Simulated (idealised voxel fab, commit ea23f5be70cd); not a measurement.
You're looking at the process module voxel self aligned vias.
200 nm wide, 5 nm square cells: that's cross-section cut.
Cross-sections here: square-cell grids, written as top-down lists of bands, a band being one or more rows of cells.
For a band, the entry starts with two heights in nm, that of the top and then that of the bottom, and carries on with the band's materials in order from left to right, each alongside its width in nm; the word "throughout" beside a single material means it fills the band edge to edge, and "blank" means empty space.
For the purposes of this specification, 0 denotes the height below which the wafer in its as-received condition is composed wholly of one material, and the lowermost band, lacking a lower limit, extends downward without end, as expressed in "from 0 down".
When a width is written as two numbers, as in "30->40", the first number is the width in the top row of cells of the band and the second is the width in its bottom row, and the width changes by the same amount from each row to the next.
For the purposes of this document, the phrase "all unchanged" attached to a step denotes that no cell within the cross-section was modified by that step.
"Enclosed cavities" lists enclosed empty spaces (at least 8 cells, no open path upward to the top), each as width x height at distance from the left edge, in nm.
Where a step's line continues beyond its settings, the continuation is a remark by the simulator itself on that step.
overlay nm: where the mask lay relative to plan, measured to the right, on steps with a mask; negatives go left.

Process steps (planned):
1: RECEIVE, material Si
2: CONFORMAL_DEP, material SiO2, thk nm 10
3: CONFORMAL_DEP, material SiCN, thk nm 5
4: DIRECTIONAL_DEP, material SiO2, thk nm 20
5: MASKED_ETCH, tone open, mask id LINES, width nm 30, pitch nm 75, etch materials SiO2, depth nm 20, overlay nm 0
6: CONFORMAL_DEP, material TiN, thk nm 5
7: FILL_DEP, material Ru, thk nm 5
8: CMP, height nm 35
9: SELECTIVE_ETCH, etch materials W Ru TiN, depth nm 5
10: FILL_DEP, material SiN, thk nm 5
11: CMP, height nm 35
12: DIRECTIONAL_DEP, material SiO2, thk nm 20
13: MASKED_ETCH, tone open, mask id VIAS, width nm 50, pitch nm 75, etch materials SiO2, depth nm 20, overlay nm 0
14: MASKED_ETCH, tone open, mask id VIAS, width nm 50, pitch nm 75, etch materials SiN, depth nm 5, overlay nm 0
15: CONFORMAL_DEP, material TiN, thk nm 5
16: FILL_DEP, material W, thk nm 5
17: CMP, height nm 55
18: CONFORMAL_DEP, material SiN, thk nm 5

Delivered wafer in cross-section: state after step 1:
from 0 down | Si throughout
Enclosed cavities: none

Module complete - cross-section of the first of two wafers, run according to plan:
from 60 to 55 | SiN throughout
from 55 to 40 | SiO2 35 nm, TiN 5 nm, W 40 nm, TiN 5 nm, SiO2 25 nm, TiN 5 nm, W 40 nm, TiN 5 nm, SiO2 40 nm
from 40 to 35 | SiO2 35 nm, TiN 15 nm, W 20 nm, TiN 15 nm, SiO2 25 nm, TiN 15 nm, W 20 nm, TiN 15 nm, SiO2 40 nm
from 35 to 30 | SiO2 45 nm, TiN 30 nm, SiO2 45 nm, TiN 30 nm, SiO2 50 nm
from 30 to 20 | SiO2 45 nm, TiN 5 nm, Ru 20 nm, TiN 5 nm, SiO2 45 nm, TiN 5 nm, Ru 20 nm, TiN 5 nm, SiO2 50 nm
from 20 to 15 | SiO2 45 nm, TiN 30 nm, SiO2 45 nm, TiN 30 nm, SiO2 50 nm
from 15 to 10 | SiCN throughout
from 10 to 0 | SiO2 throughout
from 0 down | Si throughout
Enclosed cavities: none

Cross-section at end of module for the second wafer of two, which matched the first in starting point and plan and differed by one mistake in its processing:
from 60 to 55 | SiN throughout
from 55 to 40 | SiO2 25 nm, TiN 5 nm, W 40 nm, TiN 5 nm, SiO2 25 nm, TiN 5 nm, W 40 nm, TiN 5 nm, SiO2 50 nm
from 40 to 35 | SiO2 25 nm, TiN 25 nm, W 20 nm, TiN 5 nm, SiO2 25 nm, TiN 25 nm, W 20 nm, TiN 5 nm, SiO2 50 nm
from 35 to 30 | SiO2 45 nm, TiN 30 nm, SiO2 45 nm, TiN 30 nm, SiO2 50 nm
from 30 to 20 | SiO2 45 nm, TiN 5 nm, Ru 20 nm, TiN 5 nm, SiO2 45 nm, TiN 5 nm, Ru 20 nm, TiN 5 nm, SiO2 50 nm
from 20 to 15 | SiO2 45 nm, TiN 30 nm, SiO2 45 nm, TiN 30 nm, SiO2 50 nm
from 15 to 10 | SiCN throughout
from 10 to 0 | SiO2 throughout
from 0 down | Si throughout
Enclosed cavities: none
Heads up, the wafer didn't run the way we planned it: step 13: run off-plan, actual operation and settings MASKED_ETCH, tone open, mask id VIAS, width nm 50, pitch nm 75, etch materials SiO2, depth nm 20, overlay nm -10
Tallied in cells, the final second wafer holds each material in the same quantity as the first, although not at the same places.
